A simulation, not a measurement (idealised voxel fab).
process module | voxel transistor to metal
cross-section cut | 195 nm wide | cells 5 nm
A cross-section is a grid of square cells, given in bands from the top down. A band is one or more rows of cells.
Each band's line starts with the height of the band's top and of its bottom, in nm. Then come its materials from left to right, each with its width in nm. One material with "throughout" fills the band from edge to edge. "air" is empty space.
Height 0 is the level under which the wafer as received is all one material. The lowest band goes on downwards, as in "0 down".
A width such as "30 to 40" changes by the same amount from each row of cells to the next, from the band's top row to its bottom row.
"no change" after a step means that no cell of the cross-section changed.
closed voids: empty space of 8 cells or more with no open way to the top, each as width x height at its distance from the left edge, in nm
after a step's settings: what the simulator itself notes on the step
overlay nm, on a step with a mask: how far to the right of its planned place the mask lay; to the left if negative
plan
1 op RECEIVE | material Si
2 op CONFORMAL_DEP | material SiO2 | thk nm 5
3 op CONFORMAL_DEP | material SiN | thk nm 10
4 op PATTERN | tone cover | mask id ACTIVE | material resist | width nm 110 | thk nm 20 | overlay nm 0
5 op DIRECTIONAL_ETCH | etch materials SiN | depth nm 10
6 op DIRECTIONAL_ETCH | etch materials SiO2 | depth nm 5
7 op DIRECTIONAL_ETCH | etch materials Si | depth nm 20
8 op STRIP | etch materials resist
9 op FILL_DEP | material SiO2 | thk nm 5
10 op CMP | height nm 15
11 op SELECTIVE_ETCH | etch materials SiO2 | depth nm 5
12 op STRIP | etch materials SiN
13 op SELECTIVE_ETCH | etch materials SiO2 | depth nm 5
14 op OXIDIZE | depth nm 5
15 op DIRECTIONAL_DEP | material polySi | thk nm 20
16 op DIRECTIONAL_DEP | material SiCN | thk nm 15
17 op MASKED_ETCH | tone cover | mask id GATE | width nm 30 | etch materials SiCN | depth nm 25 | overlay nm 0
18 op MASKED_ETCH | tone cover | mask id GATE | width nm 30 | etch materials polySi | depth nm 30 | overlay nm 0
19 op CONFORMAL_DEP | material SiN | thk nm 5
20 op DIRECTIONAL_ETCH | etch materials SiN | depth nm 5
21 op DIRECTIONAL_ETCH | etch materials SiO2 | depth nm 5
22 op EPI | material nSi | thk nm 5
23 op FILL_DEP | material SiO2 | thk nm 10
24 op CMP | height nm 20
25 op STRIP | etch materials polySi
26 op SELECTIVE_ETCH | etch materials SiO2 | depth nm 5
27 op CONFORMAL_DEP | material HfO2 | thk nm 5
28 op CONFORMAL_DEP | material TiN | thk nm 5
29 op FILL_DEP | material W | thk nm 5
30 op CMP | height nm 15
31 op DIRECTIONAL_DEP | material SiO2 | thk nm 15
32 op DIRECTIONAL_DEP | material aC | thk nm 15
33 op PATTERN | tone open | mask id CONTACT | material resist | width nm 15 | pitch nm 75 | thk nm 35 | overlay nm 0
34 op DIRECTIONAL_ETCH | etch materials aC | depth nm 15
35 op STRIP | etch materials resist
36 op DIRECTIONAL_ETCH | etch materials SiO2 | depth nm 30
37 op STRIP | etch materials aC
38 op CONFORMAL_DEP | material TiN | thk nm 5
39 op FILL_DEP | material Ru | thk nm 10
40 op CMP | height nm 30
41 op DIRECTIONAL_DEP | material TiN | thk nm 5
42 op DIRECTIONAL_DEP | material Ru | thk nm 20
43 op MASKED_ETCH | tone cover | mask id METAL_1 | width nm 15 | pitch nm 75 | etch materials Ru | depth nm 20 | overlay nm 0
44 op MASKED_ETCH | tone cover | mask id METAL_1 | width nm 15 | pitch nm 75 | etch materials TiN | depth nm 5 | overlay nm 0
45 op FILL_DEP | material lowk | thk nm 5
46 op CMP | height nm 55
47 op CONFORMAL_DEP | material SiCN | thk nm 5
48 op DIRECTIONAL_DEP | material lowk | thk nm 35
49 op DIRECTIONAL_DEP | material aC | thk nm 15
50 op PATTERN | tone open | mask id METAL_2 | material resist | width nm 15 | pitch nm 75 | thk nm 35 | overlay nm 0
51 op DIRECTIONAL_ETCH | etch materials aC | depth nm 15
52 op STRIP | etch materials resist
53 op DIRECTIONAL_ETCH | etch materials lowk | depth nm 20
54 op STRIP | etch materials aC
55 op DIRECTIONAL_DEP | material aC | thk nm 15
56 op PATTERN | tone open | mask id METAL_2_HOLES | material resist | width nm 15 | pitch nm 75 | thk nm 35 | overlay nm 0
57 op DIRECTIONAL_ETCH | etch materials aC | depth nm 15
58 op STRIP | etch materials resist
59 op DIRECTIONAL_ETCH | etch materials lowk | depth nm 15
60 op DIRECTIONAL_ETCH | etch materials SiCN | depth nm 5
61 op STRIP | etch materials aC
62 op CONFORMAL_DEP | material TiN | thk nm 5
63 op FILL_DEP | material Ru | thk nm 5
64 op CMP | height nm 95
65 op CONFORMAL_DEP | material SiN | thk nm 5
as received, after step 1
  0 down: Si throughout
  closed voids: none
first wafer at the end, as planned
  100 to 95: SiN throughout
  95 to 60: lowk 50 | TiN 5 | Ru 5 | TiN 5 | lowk 60 | TiN 5 | Ru 5 | TiN 5 | lowk 55
  60 to 55: SiCN 50 | TiN 15 | SiCN 60 | TiN 15 | SiCN 55
  55 to 35: lowk 50 | Ru 15 | lowk 60 | Ru 15 | lowk 55
  35 to 30: lowk 50 | TiN 15 | lowk 60 | TiN 15 | lowk 55
  30 to 15: SiO2 50 | TiN 5 | Ru 5 | TiN 5 | SiO2 60 | TiN 5 | Ru 5 | TiN 5 | SiO2 55
  15 to 5: SiO2 50 | TiN 5 | Ru 5 | TiN 5 | SiO2 10 | SiN 5 | HfO2 5 | TiN 5 | W 10 | TiN 5 | HfO2 5 | SiN 5 | SiO2 10 | TiN 5 | Ru 5 | TiN 5 | SiO2 55
  5 to 0: SiO2 35 | SiN 5 | SiO2 10 | TiN 15 | SiO2 10 | SiN 5 | HfO2 5 | TiN 20 | HfO2 5 | SiN 5 | SiO2 10 | TiN 15 | SiO2 10 | SiN 5 | SiO2 40
  0 to -5: SiO2 40 | nSi 35 | HfO2 40 | nSi 35 | SiO2 45
  -5 to -20: SiO2 40 | Si 110 | SiO2 45
  -20 down: Si throughout
  closed voids: none
second wafer at the end: like start, like plan, one mistake
  100 to 95: SiN throughout
  95 to 60: lowk 50 | TiN 5 | Ru 5 | TiN 5 | lowk 60 | TiN 5 | Ru 5 | TiN 5 | lowk 55
  60 to 55: SiCN 50 | TiN 15 | SiCN 60 | TiN 15 | SiCN 55
  55 to 35: lowk 50 | Ru 20 | lowk 55 | Ru 20 | lowk 50
  35 to 30: lowk 50 | TiN 20 | lowk 55 | TiN 20 | lowk 50
  30 to 15: SiO2 50 | TiN 5 | Ru 5 | TiN 5 | SiO2 60 | TiN 5 | Ru 5 | TiN 5 | SiO2 55
  15 to 5: SiO2 50 | TiN 5 | Ru 5 | TiN 5 | SiO2 10 | SiN 5 | HfO2 5 | TiN 5 | W 10 | TiN 5 | HfO2 5 | SiN 5 | SiO2 10 | TiN 5 | Ru 5 | TiN 5 | SiO2 55
  5 to 0: SiO2 35 | SiN 5 | SiO2 10 | TiN 15 | SiO2 10 | SiN 5 | HfO2 5 | TiN 20 | HfO2 5 | SiN 5 | SiO2 10 | TiN 15 | SiO2 10 | SiN 5 | SiO2 40
  0 to -5: SiO2 40 | nSi 35 | HfO2 40 | nSi 35 | SiO2 45
  -5 to -20: SiO2 40 | Si 110 | SiO2 45
  -20 down: Si throughout
  closed voids: none
what went wrong: step 43 ran as: op MASKED_ETCH | tone cover | mask id METAL_1 | width nm 20 | pitch nm 75 | etch materials Ru | depth nm 20 | overlay nm 0
at the end the second wafer has, in cells: 8 more of Ru | 2 more of TiN | 10 fewer of lowk
